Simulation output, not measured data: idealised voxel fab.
This is a process module. Its name is voxel ribs on slabs.
cross-section cut | 140 nm wide | cells 5 nm
In this document a cross-section is written as a grid of square cells. It is given as a series of bands, listed from the top down, and a band is one or more rows of cells.
Top, bottom (nm), then materials left to right with widths (nm); lone material tagged "full width" fills the whole band edge to edge; "blank" = empty space.
The reference from which all heights are counted is 0, the level beneath which the as-received wafer is entirely one material; the lowest band, having no lower bound, proceeds downward and is written after the example "from 0 down".
The expression "30->40" gives the width at the extremes of the band, the first number at its top row of cells and the second at its bottom row, with the width changing by equal amounts from each row to the next in between.
"nothing changed" after a step means that no cell of the cross-section changed.
You'll see "Closed void listing" listing empty spaces that have no way open to the top, as long as they're 8 cells or more; the notation is width x height at distance, where the distance is from the left edge, and all of it is in nm.
Step line, after settings: the simulator's comment on this step.
overlay nm: mask right of planned place by this much (step with mask). Neg. = left.

## Planned process steps
| 1 | RECEIVE (material Si) |
| 2 | DIRECTIONAL_DEP (material SiO2; thk nm 20) |
| 3 | DIRECTIONAL_DEP (material polySi; thk nm 25) |
| 4 | PATTERN (tone cover; mask id RIB; material resist; width nm 30; thk nm 15; overlay nm 0) |
| 5 | DIRECTIONAL_ETCH (etch materials polySi; depth nm 10) |
| 6 | STRIP (etch materials resist) |
| 7 | DIRECTIONAL_DEP (material aC; thk nm 15) |
| 8 | PATTERN (tone cover; mask id SLAB; material resist; width nm 90; thk nm 30; overlay nm 0) |
| 9 | DIRECTIONAL_ETCH (etch materials aC; depth nm 15) |
| 10 | STRIP (etch materials resist) |
| 11 | DIRECTIONAL_ETCH (etch materials polySi; depth nm 15) |
| 12 | STRIP (etch materials aC) |
| 13 | FILL_DEP (material SiO2; thk nm 25) |
| 14 | CMP (height nm 60) |
| 15 | DIRECTIONAL_DEP (material W; thk nm 10) |
| 16 | MASKED_ETCH (tone cover; mask id HEATER; width nm 40; etch materials W; depth nm 10; overlay nm 0) |
| 17 | CONFORMAL_DEP (material SiN; thk nm 10) |

## Received-state cross-section, reflecting completion of step 1
- from 0 down | Si full width
- Closed void listing: none

## One mistake in running the module, otherwise start and plan as above: cross-section at the end
- from 80 to 70 | 40 nm blank | 60 nm SiN | 40 nm blank
- from 70 to 60 | 50 nm SiN | 40 nm W | 50 nm SiN
- from 60 to 45 | SiO2 full width
- from 45 to 35 | 45 nm SiO2 | 30 nm polySi | 65 nm SiO2
- from 35 to 20 | 25 nm SiO2 | 90 nm polySi | 25 nm SiO2
- from 20 to 0 | SiO2 full width
- from 0 down | Si full width
- Closed void listing: none
What broke from the plan during processing? step 4 deviated from plan and actually ran as PATTERN (tone cover; mask id RIB; material resist; width nm 30; thk nm 15; overlay nm -10)
